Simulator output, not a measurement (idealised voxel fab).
process module | voxel capacitor over wiring
cross-section cut | 190 nm wide | cells 5 nm
A cross-section is a grid of square cells, given in bands from the top down. A band is one or more rows of cells.
Each band's line starts with the height of the band's top and of its bottom, in nm. Then come its materials from left to right, each with its width in nm. One material with "throughout" fills the band from edge to edge. "air" is empty space.
Height 0 is the level under which the wafer as received is all one material. The lowest band goes on downwards, as in "0 down".
A width such as "30 to 40" changes by the same amount from each row of cells to the next, from the band's top row to its bottom row.
"no change" after a step means that no cell of the cross-section changed.
closed voids: empty space of 8 cells or more with no open way to the top, each as width x height at its distance from the left edge, in nm
after a step's settings: what the simulator itself notes on the step
overlay nm, on a step with a mask: how far to the right of its planned place the mask lay; to the left if negative
plan
1 op RECEIVE | material Si
2 op CONFORMAL_DEP | material SiO2 | thk nm 15
3 op DIRECTIONAL_DEP | material TiN | thk nm 5
4 op DIRECTIONAL_DEP | material Ru | thk nm 20
5 op PATTERN | tone cover | mask id METAL_1 | material resist | width nm 25 | pitch nm 95 | thk nm 20 | overlay nm 0
6 op DIRECTIONAL_ETCH | etch materials Ru | depth nm 20
7 op DIRECTIONAL_ETCH | etch materials TiN | depth nm 5
8 op STRIP | etch materials resist
9 op CONFORMAL_DEP | material SiN | thk nm 5
10 op FILL_DEP | material SiO2 | thk nm 5
11 op CMP | height nm 40
12 op CONFORMAL_DEP | material SiCN | thk nm 5
13 op DIRECTIONAL_DEP | material SiO2 | thk nm 15
14 op DIRECTIONAL_DEP | material aC | thk nm 15
15 op PATTERN | tone open | mask id PLUG_1 | material resist | width nm 15 | thk nm 30 | overlay nm 0
16 op DIRECTIONAL_ETCH | etch materials aC | depth nm 15
17 op STRIP | etch materials resist
18 op DIRECTIONAL_ETCH | etch materials SiO2 | depth nm 15
19 op DIRECTIONAL_ETCH | etch materials SiCN | depth nm 5
20 op STRIP | etch materials aC
21 op CONFORMAL_DEP | material TiN | thk nm 5
22 op FILL_DEP | material W | thk nm 5
23 op CMP | height nm 60
24 op DIRECTIONAL_DEP | material TiN | thk nm 10
25 op DIRECTIONAL_DEP | material HfO2 | thk nm 5
26 op DIRECTIONAL_DEP | material TiN | thk nm 10
27 op PATTERN | tone cover | mask id UPPER_PLATE | material resist | width nm 75 | thk nm 15 | overlay nm 0
28 op DIRECTIONAL_ETCH | etch materials TiN | depth nm 10
29 op DIRECTIONAL_ETCH | etch materials HfO2 | depth nm 5
30 op STRIP | etch materials resist
31 op PATTERN | tone cover | mask id LOWER_PLATE | material resist | width nm 85 | thk nm 15 | overlay nm 0
32 op DIRECTIONAL_ETCH | etch materials TiN | depth nm 10
33 op STRIP | etch materials resist
34 op FILL_DEP | material SiO2 | thk nm 20
35 op CMP | height nm 100
36 op DIRECTIONAL_DEP | material aC | thk nm 15
37 op PATTERN | tone open | mask id PLUG_2 | material resist | width nm 15 | thk nm 30 | overlay nm 0
38 op DIRECTIONAL_ETCH | etch materials aC | depth nm 15
39 op STRIP | etch materials resist
40 op DIRECTIONAL_ETCH | etch materials SiO2 | depth nm 15
41 op STRIP | etch materials aC
42 op CONFORMAL_DEP | material TiN | thk nm 5
43 op FILL_DEP | material Cu | thk nm 10
44 op CMP | height nm 100
45 op CONFORMAL_DEP | material SiCN | thk nm 5
as received, after step 1
  0 down: Si throughout
  closed voids: none
a wafer at the end: this start, this plan, one mistake
  105 to 100: SiCN throughout
  100 to 90: SiO2 55 | TiN 5 | Cu 5 | TiN 5 | SiO2 120
  90 to 85: SiO2 55 | TiN 15 | SiO2 120
  85 to 75: SiO2 40 | TiN 70 | SiO2 80
  75 to 70: SiO2 35 | HfO2 75 | SiO2 80
  70 to 60: SiO2 35 | TiN 90 | SiO2 65
  60 to 45: SiO2 45 | TiN 5 | W 5 | TiN 5 | SiO2 130
  45 to 40: SiCN 45 | TiN 15 | SiCN 130
  40 to 20: SiO2 30 | SiN 5 | Ru 25 | SiN 5 | SiO2 60 | SiN 5 | Ru 25 | SiN 5 | SiO2 30
  20 to 15: SiN 35 | TiN 25 | SiN 70 | TiN 25 | SiN 35
  15 to 0: SiO2 throughout
  0 down: Si throughout
  closed voids: none
what went wrong: step 27 ran as: op PATTERN | tone cover | mask id UPPER_PLATE | material resist | width nm 75 | thk nm 15 | overlay nm -10
